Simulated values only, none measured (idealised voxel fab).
A process module follows: voxel spacer lines.
Cross-sectional view cut (width: 175 nm; square cell size: 5 nm).
Notation: cross-section as square-cell grid; stated in bands, top first, going down; one or more cell rows per band.
Look at the band entry: it leads with the top's height and the bottom's height in nm. Then it lists the materials left to right, with a width in nm for each. The word "edge to edge" on a single material says that material fills the band edge to edge. The word "blank" is empty space.
Counting heights begins at 0, where everything beneath is, in the wafer as received, one material. The lowest band has no bottom; it goes on downwards, as "z 0 and below" shows.
Width "30..40": first value at the band's top row of cells, second value at its bottom row, equal change from row to row.
"all unchanged" for a step: no cell of the cross-section changed in that step.
Enclosed void list: empty space of 8 cells or more with no open way to the top, each as width x height at its distance from the left edge, in nm
Step line, after settings: the simulator's comment on this step.
You can add "overlay nm" to a step's line. For a step with a mask, it describes how far the mask lay to the right of its planned position, and a negative number describes a lay to the left.
Planned step list for the process
1. RECEIVE [material Si]
2. CONFORMAL_DEP [material Al2O3] [thk nm 10]
3. DIRECTIONAL_DEP [material polySi] [thk nm 20]
4. DIRECTIONAL_DEP [material aC] [thk nm 30]
5. PATTERN [tone cover] [mask id MANDREL] [material resist] [width nm 20] [pitch nm 60] [thk nm 40] [overlay nm 0]
6. DIRECTIONAL_ETCH [etch materials aC] [depth nm 30]
7. STRIP [etch materials resist]
8. CONFORMAL_DEP [material SiN] [thk nm 10]
9. DIRECTIONAL_ETCH [etch materials SiN] [depth nm 10]
10. STRIP [etch materials aC]
11. DIRECTIONAL_ETCH [etch materials polySi] [depth nm 20]
12. STRIP [etch materials SiN]
13. FILL_DEP [material SiO2] [thk nm 5]
14. CMP [height nm 30]
Shown in cross-section is the wafer as received, that is, as it stands after step 1
- z 0 and below: Si edge to edge
- Enclosed void list: none
End-of-module cross-section of the first of two wafers, processed as planned
- z 30 to 10: 35 nm SiO2, 10 nm polySi, 20 nm SiO2, 10 nm polySi, 20 nm SiO2, 10 nm polySi, 20 nm SiO2, 10 nm polySi, 40 nm SiO2
- z 10 to 0: Al2O3 edge to edge
- z 0 and below: Si edge to edge
- Enclosed void list: none
Here's the second of our two wafers sectioned at module end. Same start as the first, same plan, but one mistake got made running it
- z 25 to 10: 35 nm SiO2, 10 nm polySi, 20 nm SiO2, 10 nm polySi, 20 nm SiO2, 10 nm polySi, 20 nm SiO2, 10 nm polySi, 40 nm SiO2
- z 10 to 0: Al2O3 edge to edge
- z 0 and below: Si edge to edge
- Enclosed void list: none
Which mistake was made when the wafer was run? contrary to plan, step 14 was performed as CMP [height nm 25]
Per the end-of-run cell counts, the second wafer holds more or fewer of some materials than the first: -27 SiO2 | -8 polySi
